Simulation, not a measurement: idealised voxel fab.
Proc. module: voxel self aligned vias
The figure presents cross-section cut, which has a width of 245 nm and is divided into square cells with an edge length of 5 nm.
Cross-section layout: square cells on a grid; listed as bands, top to bottom; a band spans one or more cell rows. Top height, bottom height, nm. Materials left to right, width each, nm. Single material + "all across" = fills band edge to edge. "blank" = empty. Below 0: as-received wafer, all one material; heights counted from there. Lowest band: no bottom, goes on down, written "top 0, no bottom". Top row gets the first number, bottom row gets the second, and each row in between changes by the same step: that is how a band width like "30..40" works. "no alteration" after a step means that no cell of the cross-section changed. Listed in "closed voids": every empty space of 8 or more cells without an open way to the top. Form: width x height at distance, the distance being from the left edge, all in nm. It should be noted that, on the line of a given step, the content following the step's settings is a remark produced by the simulator itself with respect to that step. "overlay nm" on a masked step: distance the mask lay right of its planned place, negative for left.

# The following list gives the planned process steps
1) RECEIVE [material Si]
2) CONFORMAL_DEP [material SiO2] [thk nm 10]
3) CONFORMAL_DEP [material SiCN] [thk nm 5]
4) DIRECTIONAL_DEP [material lowk] [thk nm 25]
5) DIRECTIONAL_DEP [material aC] [thk nm 15]
6) PATTERN [tone open] [mask id LINES] [material resist] [width nm 25] [pitch nm 60] [thk nm 35] [overlay nm 0]
7) DIRECTIONAL_ETCH [etch materials aC] [depth nm 15]
8) STRIP [etch materials resist]
9) DIRECTIONAL_ETCH [etch materials lowk] [depth nm 25]
10) STRIP [etch materials aC]
11) CONFORMAL_DEP [material TiN] [thk nm 5]
12) FILL_DEP [material W] [thk nm 5]
13) CMP [height nm 40]
14) SELECTIVE_ETCH [etch materials W Ru TiN] [depth nm 5]
15) FILL_DEP [material SiN] [thk nm 10]
16) CMP [height nm 40]
17) DIRECTIONAL_DEP [material lowk] [thk nm 20]
18) DIRECTIONAL_DEP [material aC] [thk nm 10]
19) PATTERN [tone open] [mask id VIAS] [material resist] [width nm 35] [pitch nm 60] [thk nm 25] [overlay nm 0]
20) DIRECTIONAL_ETCH [etch materials aC] [depth nm 10]
21) STRIP [etch materials resist]
22) DIRECTIONAL_ETCH [etch materials lowk] [depth nm 20]
23) DIRECTIONAL_ETCH [etch materials SiN] [depth nm 5]
24) STRIP [etch materials aC]
25) CONFORMAL_DEP [material TiN] [thk nm 5]
26) FILL_DEP [material Ru] [thk nm 10]
27) CMP [height nm 60]
28) CONFORMAL_DEP [material SiN] [thk nm 5]

# Of two wafers, the first: run according to plan

# Delivered wafer in cross-section: state after step 1
    top 0, no bottom: Si all across
    closed voids: none

# Wafer section view after processing step 2
    top 10, bottom 0: SiO2 all across
    Lower than 0, everything is as it was.

# Wafer section view after processing step 3
    top 15, bottom 10: SiCN all across
    Lower than 10, everything is as it was.

# Wafer section view after processing step 4
    top 40, bottom 15: lowk all across
    Lower than 15, everything is as it was.

# Wafer section view after processing step 5
    top 55, bottom 40: aC all across
    Lower than 40, everything is as it was.

# Wafer section view after processing step 6
    top 90, bottom 55: resist=80, blank=25, resist=35, blank=25, resist=80
    Lower than 55, everything is as it was.

# Wafer section view after processing step 7
    top 75, bottom 55: resist=80, blank=25, resist=35, blank=25, resist=80
    top 55, bottom 40: aC=80, blank=25, aC=35, blank=25, aC=80
    Lower than 40, everything is as it was.

# Wafer section view after processing step 8
    top 55, bottom 40: aC=80, blank=25, aC=35, blank=25, aC=80
    Lower than 40, everything is as it was.

# Wafer section view after processing step 9
    top 55, bottom 40: aC=80, blank=25, aC=35, blank=25, aC=80
    top 40, bottom 15: lowk=80, blank=25, lowk=35, blank=25, lowk=80
    Lower than 15, everything is as it was.

# Wafer section view after processing step 10
    top 40, bottom 15: lowk=80, blank=25, lowk=35, blank=25, lowk=80
    Lower than 15, everything is as it was.

# Wafer section view after processing step 11
    top 45, bottom 40: TiN=85, blank=15, TiN=45, blank=15, TiN=85
    top 40, bottom 20: lowk=80, TiN=5, blank=15, TiN=5, lowk=35, TiN=5, blank=15, TiN=5, lowk=80
    top 20, bottom 15: lowk=80, TiN=25, lowk=35, TiN=25, lowk=80
    Lower than 15, everything is as it was.

# Wafer section view after processing step 12
    top 50, bottom 45: W all across
    top 45, bottom 40: TiN=85, W=15, TiN=45, W=15, TiN=85
    top 40, bottom 20: lowk=80, TiN=5, W=15, TiN=5, lowk=35, TiN=5, W=15, TiN=5, lowk=80
    Lower than 20, everything is as it was.

# Wafer section view after processing step 13
    top 40, bottom 20: lowk=80, TiN=5, W=15, TiN=5, lowk=35, TiN=5, W=15, TiN=5, lowk=80
    Lower than 20, everything is as it was.

# Wafer section view after processing step 14
    top 40, bottom 35: lowk=80, blank=25, lowk=35, blank=25, lowk=80
    Lower than 35, everything is as it was.

# Wafer section view after processing step 15
    top 50, bottom 40: SiN all across
    top 40, bottom 35: lowk=80, SiN=25, lowk=35, SiN=25, lowk=80
    Lower than 35, everything is as it was.

# Wafer section view after processing step 16
    top 40, bottom 35: lowk=80, SiN=25, lowk=35, SiN=25, lowk=80
    Lower than 35, everything is as it was.

# Wafer section view after processing step 17
    top 60, bottom 40: lowk all across
    Lower than 40, everything is as it was.

# Wafer section view after processing step 18
    top 70, bottom 60: aC all across
    Lower than 60, everything is as it was.

# Wafer section view after processing step 19
    top 95, bottom 70: resist=75, blank=35, resist=25, blank=35, resist=75
    Lower than 70, everything is as it was.

# Wafer section view after processing step 20
    top 85, bottom 70: resist=75, blank=35, resist=25, blank=35, resist=75
    top 70, bottom 60: aC=75, blank=35, aC=25, blank=35, aC=75
    Lower than 60, everything is as it was.

# Wafer section view after processing step 21
    top 70, bottom 60: aC=75, blank=35, aC=25, blank=35, aC=75
    Lower than 60, everything is as it was.

# Wafer section view after processing step 22
    top 70, bottom 60: aC=75, blank=35, aC=25, blank=35, aC=75
    top 60, bottom 40: lowk=75, blank=35, lowk=25, blank=35, lowk=75
    Lower than 40, everything is as it was.

# Wafer section view after processing step 23
    top 70, bottom 60: aC=75, blank=35, aC=25, blank=35, aC=75
    top 60, bottom 40: lowk=75, blank=35, lowk=25, blank=35, lowk=75
    top 40, bottom 35: lowk=80, blank=25, lowk=35, blank=25, lowk=80
    Lower than 35, everything is as it was.

# Wafer section view after processing step 24
    top 60, bottom 40: lowk=75, blank=35, lowk=25, blank=35, lowk=75
    Lower than 40, everything is as it was.

# Wafer section view after processing step 25
    top 65, bottom 60: TiN=80, blank=25, TiN=35, blank=25, TiN=80
    top 60, bottom 45: lowk=75, TiN=5, blank=25, TiN=5, lowk=25, TiN=5, blank=25, TiN=5, lowk=75
    top 45, bottom 40: lowk=75, TiN=10, blank=15, TiN=10, lowk=25, TiN=10, blank=15, TiN=10, lowk=75
    top 40, bottom 35: lowk=80, TiN=25, lowk=35, TiN=25, lowk=80
    Lower than 35, everything is as it was.

# Wafer section view after processing step 26
    top 75, bottom 65: Ru all across
    top 65, bottom 60: TiN=80, Ru=25, TiN=35, Ru=25, TiN=80
    top 60, bottom 45: lowk=75, TiN=5, Ru=25, TiN=5, lowk=25, TiN=5, Ru=25, TiN=5, lowk=75
    top 45, bottom 40: lowk=75, TiN=10, Ru=15, TiN=10, lowk=25, TiN=10, Ru=15, TiN=10, lowk=75
    Lower than 40, everything is as it was.

# Wafer section view after processing step 27
    top 60, bottom 45: lowk=75, TiN=5, Ru=25, TiN=5, lowk=25, TiN=5, Ru=25, TiN=5, lowk=75
    Lower than 45, everything is as it was.

# Wafer section view after processing step 28
    top 65, bottom 60: SiN all across
    Lower than 60, everything is as it was.

# Wafer two. Same start, same plan, one slip in execution. Same as wafer one through step 1, inclusive

# At the planned end of step 2, the second wafer in cross-section
    top 5, bottom 0: SiCN all across
    Lower than 0, everything is as it was.

# At the planned end of step 3, the second wafer in cross-section
    top 15, bottom 5: SiO2 all across
    Lower than 5, everything is as it was.

# At the planned end of step 4, the second wafer in cross-section
    top 40, bottom 15: lowk all across
    Lower than 15, everything is as it was.

# At the planned end of step 5, the second wafer in cross-section
    top 55, bottom 40: aC all across
    Lower than 40, everything is as it was.

# At the planned end of step 6, the second wafer in cross-section
    top 90, bottom 55: resist=80, blank=25, resist=35, blank=25, resist=80
    Lower than 55, everything is as it was.

# At the planned end of step 7, the second wafer in cross-section
    top 75, bottom 55: resist=80, blank=25, resist=35, blank=25, resist=80
    top 55, bottom 40: aC=80, blank=25, aC=35, blank=25, aC=80
    Lower than 40, everything is as it was.

# At the planned end of step 8, the second wafer in cross-section
    top 55, bottom 40: aC=80, blank=25, aC=35, blank=25, aC=80
    Lower than 40, everything is as it was.

# At the planned end of step 9, the second wafer in cross-section
    top 55, bottom 40: aC=80, blank=25, aC=35, blank=25, aC=80
    top 40, bottom 15: lowk=80, blank=25, lowk=35, blank=25, lowk=80
    Lower than 15, everything is as it was.

# At the planned end of step 10, the second wafer in cross-section
    top 40, bottom 15: lowk=80, blank=25, lowk=35, blank=25, lowk=80
    Lower than 15, everything is as it was.

# At the planned end of step 11, the second wafer in cross-section
    top 45, bottom 40: TiN=85, blank=15, TiN=45, blank=15, TiN=85
    top 40, bottom 20: lowk=80, TiN=5, blank=15, TiN=5, lowk=35, TiN=5, blank=15, TiN=5, lowk=80
    top 20, bottom 15: lowk=80, TiN=25, lowk=35, TiN=25, lowk=80
    Lower than 15, everything is as it was.

# At the planned end of step 12, the second wafer in cross-section
    top 50, bottom 45: W all across
    top 45, bottom 40: TiN=85, W=15, TiN=45, W=15, TiN=85
    top 40, bottom 20: lowk=80, TiN=5, W=15, TiN=5, lowk=35, TiN=5, W=15, TiN=5, lowk=80
    Lower than 20, everything is as it was.

# At the planned end of step 13, the second wafer in cross-section
    top 40, bottom 20: lowk=80, TiN=5, W=15, TiN=5, lowk=35, TiN=5, W=15, TiN=5, lowk=80
    Lower than 20, everything is as it was.

# At the planned end of step 14, the second wafer in cross-section
    top 40, bottom 35: lowk=80, blank=25, lowk=35, blank=25, lowk=80
    Lower than 35, everything is as it was.

# At the planned end of step 15, the second wafer in cross-section
    top 50, bottom 40: SiN all across
    top 40, bottom 35: lowk=80, SiN=25, lowk=35, SiN=25, lowk=80
    Lower than 35, everything is as it was.

# At the planned end of step 16, the second wafer in cross-section
    top 40, bottom 35: lowk=80, SiN=25, lowk=35, SiN=25, lowk=80
    Lower than 35, everything is as it was.

# At the planned end of step 17, the second wafer in cross-section
    top 60, bottom 40: lowk all across
    Lower than 40, everything is as it was.

# At the planned end of step 18, the second wafer in cross-section
    top 70, bottom 60: aC all across
    Lower than 60, everything is as it was.

# At the planned end of step 19, the second wafer in cross-section
    top 95, bottom 70: resist=75, blank=35, resist=25, blank=35, resist=75
    Lower than 70, everything is as it was.

# At the planned end of step 20, the second wafer in cross-section
    top 85, bottom 70: resist=75, blank=35, resist=25, blank=35, resist=75
    top 70, bottom 60: aC=75, blank=35, aC=25, blank=35, aC=75
    Lower than 60, everything is as it was.

# At the planned end of step 21, the second wafer in cross-section
    top 70, bottom 60: aC=75, blank=35, aC=25, blank=35, aC=75
    Lower than 60, everything is as it was.

# At the planned end of step 22, the second wafer in cross-section
    top 70, bottom 60: aC=75, blank=35, aC=25, blank=35, aC=75
    top 60, bottom 40: lowk=75, blank=35, lowk=25, blank=35, lowk=75
    Lower than 40, everything is as it was.

# At the planned end of step 23, the second wafer in cross-section
    top 70, bottom 60: aC=75, blank=35, aC=25, blank=35, aC=75
    top 60, bottom 40: lowk=75, blank=35, lowk=25, blank=35, lowk=75
    top 40, bottom 35: lowk=80, blank=25, lowk=35, blank=25, lowk=80
    Lower than 35, everything is as it was.

# At the planned end of step 24, the second wafer in cross-section
    top 60, bottom 40: lowk=75, blank=35, lowk=25, blank=35, lowk=75
    Lower than 40, everything is as it was.

# At the planned end of step 25, the second wafer in cross-section
    top 65, bottom 60: TiN=80, blank=25, TiN=35, blank=25, TiN=80
    top 60, bottom 45: lowk=75, TiN=5, blank=25, TiN=5, lowk=25, TiN=5, blank=25, TiN=5, lowk=75
    top 45, bottom 40: lowk=75, TiN=10, blank=15, TiN=10, lowk=25, TiN=10, blank=15, TiN=10, lowk=75
    top 40, bottom 35: lowk=80, TiN=25, lowk=35, TiN=25, lowk=80
    Lower than 35, everything is as it was.

# At the planned end of step 26, the second wafer in cross-section
    top 75, bottom 65: Ru all across
    top 65, bottom 60: TiN=80, Ru=25, TiN=35, Ru=25, TiN=80
    top 60, bottom 45: lowk=75, TiN=5, Ru=25, TiN=5, lowk=25, TiN=5, Ru=25, TiN=5, lowk=75
    top 45, bottom 40: lowk=75, TiN=10, Ru=15, TiN=10, lowk=25, TiN=10, Ru=15, TiN=10, lowk=75
    Lower than 40, everything is as it was.

# At the planned end of step 27, the second wafer in cross-section
    top 60, bottom 45: lowk=75, TiN=5, Ru=25, TiN=5, lowk=25, TiN=5, Ru=25, TiN=5, lowk=75
    Lower than 45, everything is as it was.

# At the planned end of step 28, the second wafer in cross-section
    top 65, bottom 60: SiN all across
    Lower than 60, everything is as it was.
The mistake made against the process plan was this: step 3 occupied the plan position of step 2, and the converse holds as well
Final state: per-material cell counts identical on both wafers; locations differ.
